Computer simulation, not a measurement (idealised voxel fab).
A process module follows: voxel transistor to metal.
Section shown: cut. Width: 200 nm. Cell size: 5 nm, square.
If you're reading a cross-section in this doc, picture square cells in a grid; it comes to you as bands, top ones listed first down to the bottom, and a band can be one or more rows of cells.
A band entry consists of two parts. The first gives the height of the band's top and the height of its bottom, in nm. The rest lists the band's materials from left to right, each with its width in nm. A single material labelled with the word "everywhere" fills the band from edge to edge, and the word "blank" marks empty space.
The level at which height equals 0 is the one under which the wafer, as it arrives, is entirely one material. No lower edge exists for the bottom band, which continues downward and is notated as in "0..down".
It should be noted that a width expressed as "30 to 40" varies in equal increments from row to row of cells within the band, taking the value of the first number at the top row and that of the second number at the bottom row.
Given "changes: none" for a step, no cell of the cross-section differs between before and after that step.
Any empty space of 8 cells or more lacking an open way to the top shows up in "Voids, fully enclosed" as width x height at distance, distance from the left edge, in nm.
Where a step's line continues beyond its settings, the continuation is a remark by the simulator itself on that step.
"overlay nm", when on a step's line for a step with a mask, measures how far to the right of its planned place the mask lay; a negative measure means to the left.
Process steps foreseen in the plan:
| 1 | RECEIVE, material Si |
| 2 | CONFORMAL_DEP, material SiO2, thk nm 5 |
| 3 | CONFORMAL_DEP, material SiN, thk nm 15 |
| 4 | MASKED_ETCH, tone cover, mask id ACTIVE, width nm 115, etch materials SiN, depth nm 15, overlay nm 0 |
| 5 | MASKED_ETCH, tone cover, mask id ACTIVE, width nm 115, etch materials SiO2, depth nm 5, overlay nm 0 |
| 6 | MASKED_ETCH, tone cover, mask id ACTIVE, width nm 115, etch materials Si, depth nm 20, overlay nm 0 |
| 7 | FILL_DEP, material SiO2, thk nm 15 |
| 8 | CMP, height nm 20 |
| 9 | SELECTIVE_ETCH, etch materials SiO2, depth nm 10 |
| 10 | STRIP, etch materials SiN |
| 11 | SELECTIVE_ETCH, etch materials SiO2, depth nm 5 |
| 12 | OXIDIZE, depth nm 5 |
| 13 | DIRECTIONAL_DEP, material polySi, thk nm 25 |
| 14 | DIRECTIONAL_DEP, material SiCN, thk nm 10 |
| 15 | MASKED_ETCH, tone cover, mask id GATE, width nm 25, etch materials SiCN, depth nm 20, overlay nm 0 |
| 16 | MASKED_ETCH, tone cover, mask id GATE, width nm 25, etch materials polySi, depth nm 35, overlay nm 0 |
| 17 | CONFORMAL_DEP, material SiN, thk nm 10 |
| 18 | DIRECTIONAL_ETCH, etch materials SiN, depth nm 10 |
| 19 | DIRECTIONAL_ETCH, etch materials SiO2, depth nm 5 |
| 20 | EPI, material SiGe, thk nm 5 |
| 21 | FILL_DEP, material SiO2, thk nm 5 |
| 22 | CMP, height nm 35 |
| 23 | DIRECTIONAL_DEP, material SiO2, thk nm 10 |
| 24 | PATTERN, tone open, mask id CONTACT, material resist, width nm 20, pitch nm 85, thk nm 15, overlay nm 0 |
| 25 | DIRECTIONAL_ETCH, etch materials SiO2, depth nm 45 |
| 26 | STRIP, etch materials resist |
| 27 | CONFORMAL_DEP, material TiN, thk nm 5 |
| 28 | FILL_DEP, material W, thk nm 10 |
| 29 | CMP, height nm 45 |
| 30 | DIRECTIONAL_DEP, material TiN, thk nm 5 |
| 31 | DIRECTIONAL_DEP, material Ru, thk nm 20 |
| 32 | DIRECTIONAL_DEP, material aC, thk nm 10 |
| 33 | PATTERN, tone cover, mask id METAL_1, material resist, width nm 20, pitch nm 85, thk nm 25, overlay nm 0 |
| 34 | DIRECTIONAL_ETCH, etch materials aC, depth nm 10 |
| 35 | STRIP, etch materials resist |
| 36 | DIRECTIONAL_ETCH, etch materials Ru, depth nm 20 |
| 37 | DIRECTIONAL_ETCH, etch materials TiN, depth nm 5 |
| 38 | STRIP, etch materials aC |
| 39 | CONFORMAL_DEP, material SiN, thk nm 5 |
| 40 | FILL_DEP, material SiO2, thk nm 5 |
| 41 | CMP, height nm 70 |
| 42 | CONFORMAL_DEP, material SiCN, thk nm 5 |
As-received state of the wafer in cross-section, equivalent to post-step 1:
- 0..down  Si everywhere
- Voids, fully enclosed: none
The following cross-section depicts the wafer upon conclusion of the module. Processing commenced from the starting condition illustrated above and adhered to the plan illustrated above, save for one mistake in execution:
- 75..70  SiCN everywhere
- 70..65  45 nm SiN / 20 nm TiN / 65 nm SiN / 20 nm TiN / 50 nm SiN
- 65..45  Ru everywhere
- 45..35  45 nm SiO2 / 5 nm TiN / 10 nm W / 5 nm TiN / 65 nm SiO2 / 5 nm TiN / 10 nm W / 5 nm TiN / 50 nm SiO2
- 35..25  45 nm SiO2 / 5 nm TiN / 10 nm W / 5 nm TiN / 10 nm SiO2 / 10 nm SiN / 25 nm SiCN / 10 nm SiN / 10 nm SiO2 / 5 nm TiN / 10 nm W / 5 nm TiN / 50 nm SiO2
- 25..5  45 nm SiO2 / 5 nm TiN / 10 nm W / 5 nm TiN / 10 nm SiO2 / 10 nm SiN / 25 nm polySi / 10 nm SiN / 10 nm SiO2 / 5 nm TiN / 10 nm W / 5 nm TiN / 50 nm SiO2
- 5..0  35 nm SiO2 / 10 nm SiN / 20 nm TiN / 10 nm SiO2 / 10 nm SiN / 25 nm polySi / 10 nm SiN / 10 nm SiO2 / 20 nm TiN / 10 nm SiN / 40 nm SiO2
- 0..-5  45 nm SiO2 / 30 nm SiGe / 45 nm SiO2 / 30 nm SiGe / 50 nm SiO2
- -5..-20  40 nm SiO2 / 115 nm Si / 45 nm SiO2
- -20..down  Si everywhere
- Voids, fully enclosed: none
What was done differently from what was planned? a sequencing error occurred in which plan steps 30 and 31 were transposed
